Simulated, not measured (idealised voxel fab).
The process module presented herein is designated voxel tone inversion.
It is cross-section cut that appears here, measuring 225 nm in width, its square cells being 5 nm in size.
Think of the cross-section as a grid of square cells. We describe it in bands, top to bottom, and each band covers one or more rows of those cells.
This entry defines a band. It first specifies the height of the band's top and the height of its bottom in nm, and then specifies the band's materials from left to right, stating each material with its width in nm. The word "everywhere" identifies a single material that fills the band from edge to edge, while the word "air" identifies empty space.
It should be noted that heights are counted from 0, beneath which the wafer as supplied is of one material throughout, and that the lowest band possesses no lower boundary but continues downward, as written in "0 and below".
So if you see something like "30->40" for the width, read it as the top row of the band sitting at the first number and the bottom row at the second, with every row in between moving by the same amount as the last.
Where a step carries "all unchanged", the cross-section came out of it unchanged, cell for cell.
Any empty space of 8 cells or more lacking an open way to the top shows up in "Closed internal voids" as width x height at distance, distance from the left edge, in nm.
If you see something after the settings on a step's line, that's the simulator's own remark about that step.
The setting "overlay nm" may be written on the line of a step. When the step uses a mask, the value reports how far to the right of the planned place the mask lay, and a negative value reports that it lay to the left.

-- List of planned process steps
1,RECEIVE, material Si
2,CONFORMAL_DEP, material SiCN, thk nm 10
3,DIRECTIONAL_DEP, material aC, thk nm 15
4,PATTERN, tone cover, mask id POSTS, material resist, width nm 20, pitch nm 40, thk nm 20, overlay nm 0
5,DIRECTIONAL_ETCH, etch materials aC, depth nm 15
6,STRIP, etch materials resist
7,FILL_DEP, material SiO2, thk nm 10
8,CMP, height nm 25
9,STRIP, etch materials aC
10,CONFORMAL_DEP, material TiN, thk nm 5
11,FILL_DEP, material W, thk nm 10
12,CMP, height nm 25
13,CONFORMAL_DEP, material SiN, thk nm 5

-- Incoming wafer, cross-sectional view, post step 1
> 0 and below = Si everywhere
> Closed internal voids: none

-- First of two wafers, end-of-module section, run followed plan
> 30 down to 25 = SiN everywhere
> 25 down to 15 = 40 nm SiO2; 5 nm TiN; 10 nm W; 5 nm TiN; 20 nm SiO2; 5 nm TiN; 10 nm W; 5 nm TiN; 20 nm SiO2; 5 nm TiN; 10 nm W; 5 nm TiN; 20 nm SiO2; 5 nm TiN; 10 nm W; 5 nm TiN; 45 nm SiO2
> 15 down to 10 = 40 nm SiO2; 20 nm TiN; 20 nm SiO2; 20 nm TiN; 20 nm SiO2; 20 nm TiN; 20 nm SiO2; 20 nm TiN; 45 nm SiO2
> 10 down to 0 = SiCN everywhere
> 0 and below = Si everywhere
> Closed internal voids: none

-- Second wafer cross-section at end of module - shared start and plan with the first, one mistake in the run
> 30 down to 25 = SiN everywhere
> 25 down to 15 = 45 nm SiO2; 5 nm TiN; 10 nm W; 5 nm TiN; 20 nm SiO2; 5 nm TiN; 10 nm W; 5 nm TiN; 20 nm SiO2; 5 nm TiN; 10 nm W; 5 nm TiN; 20 nm SiO2; 5 nm TiN; 10 nm W; 5 nm TiN; 40 nm SiO2
> 15 down to 10 = 45 nm SiO2; 20 nm TiN; 20 nm SiO2; 20 nm TiN; 20 nm SiO2; 20 nm TiN; 20 nm SiO2; 20 nm TiN; 40 nm SiO2
> 10 down to 0 = SiCN everywhere
> 0 and below = Si everywhere
> Closed internal voids: none
Error vs. plan: step 4 off recipe, ran as PATTERN, tone cover, mask id POSTS, material resist, width nm 20, pitch nm 40, thk nm 20, overlay nm 5
Heads up: at the end the two wafers have identical cell counts per material, they're just laid out differently.
